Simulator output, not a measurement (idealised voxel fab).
process module | voxel spacer lines
cross-section cut | 250 nm wide | cells 5 nm
A cross-section is a grid of square cells, given in bands from the top down. A band is one or more rows of cells.
Each band's line starts with the height of the band's top and of its bottom, in nm. Then come its materials from left to right, each with its width in nm. One material with "throughout" fills the band from edge to edge. "air" is empty space.
Height 0 is the level under which the wafer as received is all one material. The lowest band goes on downwards, as in "0 down".
A width such as "30 to 40" changes by the same amount from each row of cells to the next, from the band's top row to its bottom row.
"no change" after a step means that no cell of the cross-section changed.
closed voids: empty space of 8 cells or more with no open way to the top, each as width x height at its distance from the left edge, in nm
after a step's settings: what the simulator itself notes on the step
overlay nm, on a step with a mask: how far to the right of its planned place the mask lay; to the left if negative
plan
1 op RECEIVE | material Si
2 op CONFORMAL_DEP | material Al2O3 | thk nm 10
3 op DIRECTIONAL_DEP | material TiN | thk nm 10
4 op DIRECTIONAL_DEP | material aC | thk nm 20
5 op PATTERN | tone cover | mask id MANDREL | material resist | width nm 20 | pitch nm 60 | thk nm 30 | overlay nm 0
6 op DIRECTIONAL_ETCH | etch materials aC | depth nm 20
7 op STRIP | etch materials resist
8 op CONFORMAL_DEP | material SiO2 | thk nm 10
9 op DIRECTIONAL_ETCH | etch materials SiO2 | depth nm 5
10 op STRIP | etch materials aC
11 op DIRECTIONAL_ETCH | etch materials TiN | depth nm 10
12 op STRIP | etch materials SiO2
13 op FILL_DEP | material SiO2 | thk nm 5
14 op CMP | height nm 20
varied across the wafers: depth nm of step 9. The plan shows the first wafer's value. All wafers start alike
first wafer as received, after step 1
  0 down: Si throughout
  closed voids: none
each wafer at the end: cells of each material gained (+) or lost (-) since it was received, then its closed voids
depth nm 5 | +100 Al2O3 | +100 TiN | closed voids: none
depth nm 10 | +100 Al2O3 | +76 SiO2 | +24 TiN | closed voids: none
depth nm 15 | +100 Al2O3 | +76 SiO2 | +24 TiN | closed voids: none
depth nm 20 | +100 Al2O3 | +76 SiO2 | +24 TiN | closed voids: none
depth nm 25 | +100 Al2O3 | +76 SiO2 | +24 TiN | closed voids: none
